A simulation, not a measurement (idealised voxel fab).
Name of the process module below: voxel air gaps
Cross-section cut spans 210 nm and uses square cells 5 nm in size.
Each cross-section below is a grid of square cells, stated as bands in top-down order, with one or more rows of cells making up each band. For a band, the entry starts with two heights in nm, that of the top and then that of the bottom, and carries on with the band's materials in order from left to right, each alongside its width in nm; the word "everywhere" beside a single material means it fills the band edge to edge, and "air" means empty space. Convention: height 0 is the level below which the wafer, as received, is all one material. The lowest band does not terminate at the bottom but continues downward, represented as "0 and below". A width such as "30..40" changes by the same amount from each row of cells to the next, from the band's top row to its bottom row. "nothing was modified" (step): cross-section cells unchanged, all of them. "Sealed cavities" - sealed voids, min. 8 cells, no opening to top; format: width x height at distance (distance from left edge; nm throughout). Step line, after settings: the simulator's comment on this step. overlay nm: for a step with a mask, the amount by which the mask lay right of where it was planned; a negative amount means left of it.

Planned process steps
1. RECEIVE (material Si)
2. CONFORMAL_DEP (material SiO2; thk nm 15)
3. CONFORMAL_DEP (material SiCN; thk nm 5)
4. DIRECTIONAL_DEP (material SiO2; thk nm 40)
5. DIRECTIONAL_DEP (material aC; thk nm 15)
6. PATTERN (tone open; mask id LINES; material resist; width nm 20; pitch nm 50; thk nm 35; overlay nm 0)
7. DIRECTIONAL_ETCH (etch materials aC; depth nm 15)
8. STRIP (etch materials resist)
9. DIRECTIONAL_ETCH (etch materials SiO2; depth nm 40)
10. STRIP (etch materials aC)
11. CONFORMAL_DEP (material TiN; thk nm 5)
12. FILL_DEP (material Ru; thk nm 10)
13. CMP (height nm 60)
14. EPI (material Ru; thk nm 10)
15. SELECTIVE_ETCH (etch materials SiO2; depth nm 50)
16. CONFORMAL_DEP (material SiCN; thk nm 5)

As received (post step 1): cross-section
  0 and below  Si everywhere
  Sealed cavities: none

End state of the module in cross-section, given the above starting point and plan and one mistake in execution
  75 down to 70  10 of air; 40 of SiCN; 10 of air; 40 of SiCN; 10 of air; 40 of SiCN; 10 of air; 40 of SiCN; 10 of air
  70 down to 60  10 of air; 5 of SiCN; 30 of Ru; 5 of SiCN; 10 of air; 5 of SiCN; 30 of Ru; 5 of SiCN; 10 of air; 5 of SiCN; 30 of Ru; 5 of SiCN; 10 of air; 5 of SiCN; 30 of Ru; 5 of SiCN; 10 of air
  60 down to 55  10 of air; 15 of SiCN; 10 of Ru; 15 of SiCN; 10 of air; 15 of SiCN; 10 of Ru; 15 of SiCN; 10 of air; 15 of SiCN; 10 of Ru; 15 of SiCN; 10 of air; 15 of SiCN; 10 of Ru; 15 of SiCN; 10 of air
  55 down to 25  15 of air; 10 of SiCN; 10 of Ru; 10 of SiCN; 20 of air; 10 of SiCN; 10 of Ru; 10 of SiCN; 20 of air; 10 of SiCN; 10 of Ru; 10 of SiCN; 20 of air; 10 of SiCN; 10 of Ru; 10 of SiCN; 15 of air
  25 down to 15  SiCN everywhere
  15 down to 0  SiO2 everywhere
  0 and below  Si everywhere
  Sealed cavities: none
Finding, execution versus plan: step 11 deviated from plan and actually ran as CONFORMAL_DEP (material SiCN; thk nm 5)
